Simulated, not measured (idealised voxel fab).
Herein follows the process module entitled voxel wiring stack.
Section shown: cut. Width: 260 nm. Cell size: 5 nm, square.
In this document a cross-section is written as a grid of square cells. It is given as a series of bands, listed from the top down, and a band is one or more rows of cells.
Top, bottom (nm), then materials left to right with widths (nm); lone material tagged "edge to edge" fills the whole band edge to edge; "air" = empty space.
Height reference: 0 = level under which incoming wafer is all one material. Lowest band: no bottom, runs on downward, e.g. "0..down".
The two numbers in a width such as "30->40" mark its ends across the band: the first belongs to the top row of cells, the second to the bottom row, and from each row to the next the width moves by the same amount.
When a step is marked "left unchanged", none of the cells in the cross-section changed during that step.
You'll see "Enclosed void inventory" listing empty spaces that have no way open to the top, as long as they're 8 cells or more; the notation is width x height at distance, where the distance is from the left edge, and all of it is in nm.
Text after the settings on a step's line: the simulator's own remark on that step.
overlay nm: right-of-plan distance of the mask on a masked step; negative values mean left-of-plan.
-- Steps in the process plan
1. RECEIVE, material Si
2. CONFORMAL_DEP, material SiO2, thk nm 15
3. DIRECTIONAL_DEP, material TiN, thk nm 5
4. DIRECTIONAL_DEP, material W, thk nm 25
5. MASKED_ETCH, tone cover, mask id METAL_1, width nm 30, pitch nm 55, etch materials W, depth nm 25, overlay nm 0
6. MASKED_ETCH, tone cover, mask id METAL_1, width nm 30, pitch nm 55, etch materials TiN, depth nm 5, overlay nm 0
7. FILL_DEP, material lowk, thk nm 5
8. CMP, height nm 45
9. CONFORMAL_DEP, material SiCN, thk nm 5
10. DIRECTIONAL_DEP, material lowk, thk nm 10
11. MASKED_ETCH, tone open, mask id PLUG_1, width nm 15, etch materials lowk, depth nm 10, overlay nm 0
12. MASKED_ETCH, tone open, mask id PLUG_1, width nm 15, etch materials SiCN, depth nm 5, overlay nm 0
13. EPI, material Ru, thk nm 10
14. EPI, material Ru, thk nm 5
15. DIRECTIONAL_DEP, material TiN, thk nm 5
16. DIRECTIONAL_DEP, material W, thk nm 15
17. PATTERN, tone cover, mask id METAL_2, material resist, width nm 30, pitch nm 55, thk nm 15, overlay nm 0
18. DIRECTIONAL_ETCH, etch materials W, depth nm 15
19. DIRECTIONAL_ETCH, etch materials TiN, depth nm 5
20. STRIP, etch materials resist
21. FILL_DEP, material lowk, thk nm 10
22. CMP, height nm 80
23. CONFORMAL_DEP, material SiCN, thk nm 5
24. DIRECTIONAL_DEP, material lowk, thk nm 15
25. PATTERN, tone open, mask id PLUG_2, material resist, width nm 15, pitch nm 55, thk nm 20, overlay nm 0
26. DIRECTIONAL_ETCH, etch materials lowk, depth nm 15
27. DIRECTIONAL_ETCH, etch materials SiCN, depth nm 5
28. STRIP, etch materials resist
29. EPI, material Ru, thk nm 10
30. EPI, material Ru, thk nm 10
31. CONFORMAL_DEP, material SiCN, thk nm 5
32. DIRECTIONAL_DEP, material lowk, thk nm 20
33. DIRECTIONAL_DEP, material aC, thk nm 10
34. PATTERN, tone open, mask id METAL_3, material resist, width nm 30, pitch nm 55, thk nm 25, overlay nm 0
35. DIRECTIONAL_ETCH, etch materials aC, depth nm 10
36. STRIP, etch materials resist
37. DIRECTIONAL_ETCH, etch materials lowk, depth nm 20
38. DIRECTIONAL_ETCH, etch materials SiCN, depth nm 5
39. STRIP, etch materials aC
40. CONFORMAL_DEP, material TiN, thk nm 5
41. FILL_DEP, material Ru, thk nm 10
42. CMP, height nm 125
43. CONFORMAL_DEP, material SiCN, thk nm 5
44. DIRECTIONAL_DEP, material SiO2, thk nm 10
45. MASKED_ETCH, tone open, mask id PLUG_3, width nm 15, pitch nm 55, etch materials SiO2, depth nm 10, overlay nm 0
46. MASKED_ETCH, tone open, mask id PLUG_3, width nm 15, pitch nm 55, etch materials SiCN, depth nm 5, overlay nm 0
47. CONFORMAL_DEP, material TiN, thk nm 5
48. FILL_DEP, material W, thk nm 10
49. CMP, height nm 140
50. CONFORMAL_DEP, material SiN, thk nm 5
51. DIRECTIONAL_DEP, material SiO2, thk nm 20
52. PATTERN, tone open, mask id METAL_4, material resist, width nm 30, pitch nm 55, thk nm 20, overlay nm 0
53. DIRECTIONAL_ETCH, etch materials SiO2, depth nm 20
54. DIRECTIONAL_ETCH, etch materials SiN, depth nm 5
55. STRIP, etch materials resist
56. CONFORMAL_DEP, material TiN, thk nm 5
57. FILL_DEP, material Cu, thk nm 10
58. CMP, height nm 165
59. EPI, material Ru, thk nm 5
60. FILL_DEP, material SiCN, thk nm 5
-- The cross-section here shows the wafer as received, i.e. in its state after step 1
0..down = Si edge to edge
Enclosed void inventory: none
-- Sectioned view, first of two wafers, at the close of the module, processed as intended in the plan
175..170 = SiCN edge to edge
170..165 = SiCN=80 / Ru=40 / SiCN=15 / Ru=40 / SiCN=85
165..145 = SiO2=85 / TiN=5 / Cu=20 / TiN=5 / SiO2=25 / TiN=5 / Cu=20 / TiN=5 / SiO2=90
145..140 = SiN=85 / TiN=30 / SiN=25 / TiN=30 / SiN=90
140..130 = SiO2=85 / TiN=5 / W=5 / TiN=5 / SiO2=40 / TiN=5 / W=5 / TiN=5 / SiO2=105
130..125 = SiCN=85 / TiN=15 / SiCN=40 / TiN=15 / SiCN=105
125..105 = lowk=85 / TiN=5 / Ru=20 / TiN=5 / lowk=25 / TiN=5 / Ru=20 / TiN=5 / lowk=90
105..100 = SiCN=85 / TiN=30 / SiCN=25 / TiN=30 / SiCN=90
100..85 = lowk=85 / Ru=15 / lowk=40 / Ru=15 / lowk=105
85..80 = SiCN=85 / Ru=15 / SiCN=40 / Ru=15 / SiCN=105
80..65 = lowk=85 / W=30 / lowk=25 / W=30 / lowk=90
65..60 = lowk=85 / TiN=30 / lowk=25 / TiN=30 / lowk=90
60..50 = lowk=85 / Ru=15 / lowk=160
50..45 = SiCN=85 / Ru=15 / SiCN=160
45..20 = lowk=85 / W=30 / lowk=25 / W=30 / lowk=90
20..15 = lowk=85 / TiN=30 / lowk=25 / TiN=30 / lowk=90
15..0 = SiO2 edge to edge
0..down = Si edge to edge
Enclosed void inventory: none
-- Wafer two cross-section, module end. Start and plan unchanged from wafer one; one mistake made during the run
170..165 = air=80 / Ru=40 / air=15 / Ru=40 / air=85
165..145 = SiO2=85 / TiN=5 / Cu=20 / TiN=5 / SiO2=25 / TiN=5 / Cu=20 / TiN=5 / SiO2=90
145..140 = SiN=85 / TiN=30 / SiN=25 / TiN=30 / SiN=90
140..130 = SiO2=85 / TiN=5 / W=5 / TiN=5 / SiO2=40 / TiN=5 / W=5 / TiN=5 / SiO2=105
130..125 = SiCN=85 / TiN=15 / SiCN=40 / TiN=15 / SiCN=105
125..105 = lowk=85 / TiN=5 / Ru=20 / TiN=5 / lowk=25 / TiN=5 / Ru=20 / TiN=5 / lowk=90
105..100 = SiCN=85 / TiN=30 / SiCN=25 / TiN=30 / SiCN=90
100..85 = lowk=85 / Ru=15 / lowk=40 / Ru=15 / lowk=105
85..80 = SiCN=85 / Ru=15 / SiCN=40 / Ru=15 / SiCN=105
80..65 = lowk=85 / W=30 / lowk=25 / W=30 / lowk=90
65..60 = lowk=85 / TiN=30 / lowk=25 / TiN=30 / lowk=90
60..50 = lowk=85 / Ru=15 / lowk=160
50..45 = SiCN=85 / Ru=15 / SiCN=160
45..20 = lowk=85 / W=30 / lowk=25 / W=30 / lowk=90
20..15 = lowk=85 / TiN=30 / lowk=25 / TiN=30 / lowk=90
15..0 = SiO2 edge to edge
0..down = Si edge to edge
Enclosed void inventory: none
what went wrong: step 60 of the plan was omitted and not executed
At the finish, the second wafer shows more or fewer cells for some materials than the first does: SiCN: 88 fewer
